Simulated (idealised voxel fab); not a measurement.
You're looking at the process module voxel capacitor over wiring.
Cross-sectional view cut (width: 240 nm; square cell size: 5 nm).
This document writes a cross-section as a grid whose cells are square, and gives it as bands, listed from the top down; one or more rows of cells form a band.
Basically the band line says how high the top is and how high the bottom is, in nm, and then what's in it from left to right, every material with its width in nm. Empty space shows up as "empty", and if a single material carries "throughout" it runs the full band edge to edge.
Height 0 is the level under which the wafer as received is all one material. The lowest band goes on downwards, as in "0..down".
You'd read "30 to 40" like this: the band's top row of cells is as wide as the first number, its bottom row is as wide as the second, and going down, every row changes width by the same amount as the row before did.
"nothing different" for a step: no cell of the cross-section changed in that step.
Closed empty spaces (no open way to the top) of 8 cells or more are what "Sealed void list" lists, each as width x height at distance from the left edge, nm for all three.
Anything after a step's settings on that line? It's the simulator's own note about the step.
The line of a step may include "overlay nm". On a step with a mask, this value is how far to the right of its planned place the mask lay. A negative value means the mask lay to the left.

INTENDED PROCESS STEPS
- 1: RECEIVE | material Si
- 2: CONFORMAL_DEP | material SiO2 | thk nm 15
- 3: DIRECTIONAL_DEP | material TiN | thk nm 5
- 4: DIRECTIONAL_DEP | material Ru | thk nm 15
- 5: DIRECTIONAL_DEP | material aC | thk nm 10
- 6: PATTERN | tone cover | mask id METAL_1 | material resist | width nm 25 | pitch nm 75 | thk nm 25 | overlay nm 0
- 7: DIRECTIONAL_ETCH | etch materials aC | depth nm 10
- 8: STRIP | etch materials resist
- 9: DIRECTIONAL_ETCH | etch materials Ru | depth nm 15
- 10: DIRECTIONAL_ETCH | etch materials TiN | depth nm 5
- 11: STRIP | etch materials aC
- 12: FILL_DEP | material SiO2 | thk nm 10
- 13: CMP | height nm 35
- 14: CONFORMAL_DEP | material SiCN | thk nm 5
- 15: DIRECTIONAL_DEP | material SiO2 | thk nm 20
- 16: MASKED_ETCH | tone open | mask id PLUG_1 | width nm 15 | etch materials SiO2 | depth nm 20 | overlay nm 0
- 17: MASKED_ETCH | tone open | mask id PLUG_1 | width nm 15 | etch materials SiCN | depth nm 5 | overlay nm 0
- 18: EPI | material Ru | thk nm 10
- 19: EPI | material Ru | thk nm 10
- 20: EPI | material Ru | thk nm 5
- 21: DIRECTIONAL_DEP | material TiN | thk nm 10
- 22: DIRECTIONAL_DEP | material SiN | thk nm 5
- 23: DIRECTIONAL_DEP | material TiN | thk nm 10
- 24: DIRECTIONAL_DEP | material aC | thk nm 15
- 25: PATTERN | tone cover | mask id UPPER_PLATE | material resist | width nm 55 | thk nm 30 | overlay nm 0
- 26: DIRECTIONAL_ETCH | etch materials aC | depth nm 15
- 27: STRIP | etch materials resist
- 28: DIRECTIONAL_ETCH | etch materials TiN | depth nm 10
- 29: DIRECTIONAL_ETCH | etch materials SiN | depth nm 5
- 30: STRIP | etch materials aC
- 31: DIRECTIONAL_DEP | material aC | thk nm 15
- 32: PATTERN | tone cover | mask id LOWER_PLATE | material resist | width nm 65 | thk nm 30 | overlay nm 0
- 33: DIRECTIONAL_ETCH | etch materials aC | depth nm 15
- 34: STRIP | etch materials resist
- 35: DIRECTIONAL_ETCH | etch materials TiN | depth nm 10
- 36: STRIP | etch materials aC
- 37: FILL_DEP | material SiO2 | thk nm 15
- 38: CMP | height nm 95
- 39: DIRECTIONAL_DEP | material aC | thk nm 10
- 40: PATTERN | tone open | mask id PLUG_2 | material resist | width nm 15 | thk nm 30 | overlay nm 0
- 41: DIRECTIONAL_ETCH | etch materials aC | depth nm 10
- 42: STRIP | etch materials resist
- 43: DIRECTIONAL_ETCH | etch materials SiO2 | depth nm 10
- 44: STRIP | etch materials aC
- 45: CONFORMAL_DEP | material TiN | thk nm 5
- 46: FILL_DEP | material Cu | thk nm 5
- 47: CMP | height nm 95
- 48: CONFORMAL_DEP | material SiN | thk nm 5

SHOWN IN CROSS-SECTION IS THE WAFER AS RECEIVED, THAT IS, AS IT STANDS AFTER STEP 1
- 0..down  Si throughout
- Sealed void list: none

CROSS-SECTIONAL RESULT AFTER MODULE COMPLETION. NOTE: STARTING CONDITION AND PLAN ARE UNCHANGED FROM ABOVE; ONE PROCESSING MISTAKE WAS MADE
- 100..95  SiN throughout
- 95..90  SiO2 90, TiN 5, Cu 5, TiN 5, SiO2 135
- 90..85  SiO2 90, TiN 15, SiO2 135
- 85..75  SiO2 80, TiN 55, SiO2 105
- 75..70  SiO2 80, SiN 55, SiO2 105
- 70..60  SiO2 75, TiN 65, SiO2 100
- 60..40  SiO2 80, Ru 15, SiO2 145
- 40..35  SiCN 80, Ru 15, SiCN 145
- 35..20  SiO2 70, Ru 30, SiO2 45, Ru 30, SiO2 65
- 20..15  SiO2 70, TiN 30, SiO2 45, TiN 30, SiO2 65
- 15..0  SiO2 throughout
- 0..down  Si throughout
- Sealed void list: none
Nonconformance to the process plan: the process deviated at step 6: the operation and settings actually run there were PATTERN | tone cover | mask id METAL_1 | material resist | width nm 30 | pitch nm 75 | thk nm 25 | overlay nm 0
